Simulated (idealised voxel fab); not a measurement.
Presented below is a process module, voxel capacitor over wiring.
The cross-section shown here is cut; it is 190 nm wide and divided into square cells measuring 5 nm on a side.
A cross-section is a grid of square cells, given in bands from the top down. A band is one or more rows of cells. For a band, the entry starts with two heights in nm, that of the top and then that of the bottom, and carries on with the band's materials in order from left to right, each alongside its width in nm; the word "edge to edge" beside a single material means it fills the band edge to edge, and "air" means empty space. A quick word on heights: they are counted from 0, and under that level the wafer as it came to us is one material throughout. The lowest band is different from the rest in having no bottom; it simply continues downward, written as in "z 0 and below". Top row gets the first number, bottom row gets the second, and each row in between changes by the same step: that is how a band width like "30..40" works. What does "nothing changed" mean for a step? It means no cell of the cross-section changed in that step. Enclosed voids (no open way to top), threshold 8 cells or more, entry "Closed void catalog", notation width x height at distance, distance from left edge, nm. Read whatever lies past the settings on a step's line as the simulator's own remark about the step. The line of a step may include "overlay nm". On a step with a mask, this value is how far to the right of its planned place the mask lay. A negative value means the mask lay to the left.
Plan
| 1 | RECEIVE,material Si |
| 2 | CONFORMAL_DEP,material SiO2,thk nm 10 |
| 3 | CONFORMAL_DEP,material SiN,thk nm 5 |
| 4 | DIRECTIONAL_DEP,material SiO2,thk nm 15 |
| 5 | MASKED_ETCH,tone open,mask id METAL_1,width nm 30,pitch nm 80,etch materials SiO2,depth nm 15,overlay nm 0 |
| 6 | MASKED_ETCH,tone open,mask id METAL_1,width nm 30,pitch nm 80,etch materials SiN,depth nm 5,overlay nm 0 |
| 7 | CONFORMAL_DEP,material TiN,thk nm 5 |
| 8 | FILL_DEP,material Ru,thk nm 10 |
| 9 | CMP,height nm 30 |
| 10 | EPI,material Ru,thk nm 5 |
| 11 | FILL_DEP,material SiCN,thk nm 5 |
| 12 | DIRECTIONAL_DEP,material SiO2,thk nm 10 |
| 13 | PATTERN,tone open,mask id PLUG_1,material resist,width nm 15,thk nm 15,overlay nm 0 |
| 14 | DIRECTIONAL_ETCH,etch materials SiO2,depth nm 10 |
| 15 | DIRECTIONAL_ETCH,etch materials SiCN,depth nm 5 |
| 16 | STRIP,etch materials resist |
| 17 | CONFORMAL_DEP,material TiN,thk nm 5 |
| 18 | FILL_DEP,material Cu,thk nm 10 |
| 19 | CMP,height nm 50 |
| 20 | DIRECTIONAL_DEP,material TiN,thk nm 5 |
| 21 | DIRECTIONAL_DEP,material HfO2,thk nm 5 |
| 22 | DIRECTIONAL_DEP,material TiN,thk nm 5 |
| 23 | DIRECTIONAL_DEP,material aC,thk nm 10 |
| 24 | PATTERN,tone cover,mask id UPPER_PLATE,material resist,width nm 55,thk nm 25,overlay nm 0 |
| 25 | DIRECTIONAL_ETCH,etch materials aC,depth nm 10 |
| 26 | STRIP,etch materials resist |
| 27 | DIRECTIONAL_ETCH,etch materials TiN,depth nm 5 |
| 28 | DIRECTIONAL_ETCH,etch materials HfO2,depth nm 5 |
| 29 | STRIP,etch materials aC |
| 30 | PATTERN,tone cover,mask id LOWER_PLATE,material resist,width nm 65,thk nm 15,overlay nm 0 |
| 31 | DIRECTIONAL_ETCH,etch materials TiN,depth nm 5 |
| 32 | STRIP,etch materials resist |
| 33 | FILL_DEP,material SiO2,thk nm 20 |
| 34 | CMP,height nm 80 |
| 35 | MASKED_ETCH,tone open,mask id PLUG_2,width nm 15,etch materials SiO2,depth nm 15,overlay nm 0 |
| 36 | CONFORMAL_DEP,material TiN,thk nm 5 |
| 37 | FILL_DEP,material W,thk nm 5 |
| 38 | CMP,height nm 80 |
| 39 | CONFORMAL_DEP,material SiN,thk nm 5 |
The cross-section here shows the wafer as received, i.e. in its state after step 1
> z 0 and below = Si edge to edge
> Closed void catalog: none
Cross-sectional image of the first of two wafers at the end of the module, the run having proceeded as planned
> z 85 to 80 = SiN edge to edge
> z 80 to 70 = SiO2 65  TiN 5  W 5  TiN 5  SiO2 110
> z 70 to 60 = SiO2 65..55  TiN 15..55  SiO2 110..80
> z 60 to 55 = SiO2 55  HfO2 55  SiO2 80
> z 55 to 50 = SiO2 50  TiN 65  SiO2 75
> z 50 to 40 = SiO2 55  TiN 5  Cu 5  TiN 5  SiO2 120
> z 40 to 35 = SiCN 55  TiN 15  SiCN 120
> z 35 to 30 = SiCN 35  Ru 40  SiCN 40  Ru 40  SiCN 35
> z 30 to 15 = SiO2 40  TiN 5  Ru 20  TiN 5  SiO2 50  TiN 5  Ru 20  TiN 5  SiO2 40
> z 15 to 10 = SiN 40  TiN 30  SiN 50  TiN 30  SiN 40
> z 10 to 0 = SiO2 edge to edge
> z 0 and below = Si edge to edge
> Closed void catalog: none
Cross-section, second wafer: same start as the first, same plan as the first, one mistake in running it; taken at the end of the module
> z 85 to 80 = SiN edge to edge
> z 80 to 70 = SiO2 65  TiN 5  W 5  TiN 5  SiO2 110
> z 70 to 60 = SiO2 65..55  TiN 15..55  SiO2 110..80
> z 60 to 55 = SiO2 55  HfO2 55  SiO2 80
> z 55 to 50 = SiO2 50  TiN 65  SiO2 75
> z 50 to 35 = Ru edge to edge
> z 35 to 30 = TiN 45  Ru 20  TiN 60  Ru 20  TiN 45
> z 30 to 15 = SiO2 40  TiN 5  Ru 20  TiN 5  SiO2 50  TiN 5  Ru 20  TiN 5  SiO2 40
> z 15 to 10 = SiN 40  TiN 30  SiN 50  TiN 30  SiN 40
> z 10 to 0 = SiO2 edge to edge
> z 0 and below = Si edge to edge
> Closed void catalog: none
Run error: plan step 9 was not performed, having been skipped
Cell-count delta at end, second wafer over first, by material: Cu -2, Ru +106, SiCN -57, SiO2 -70, TiN +23
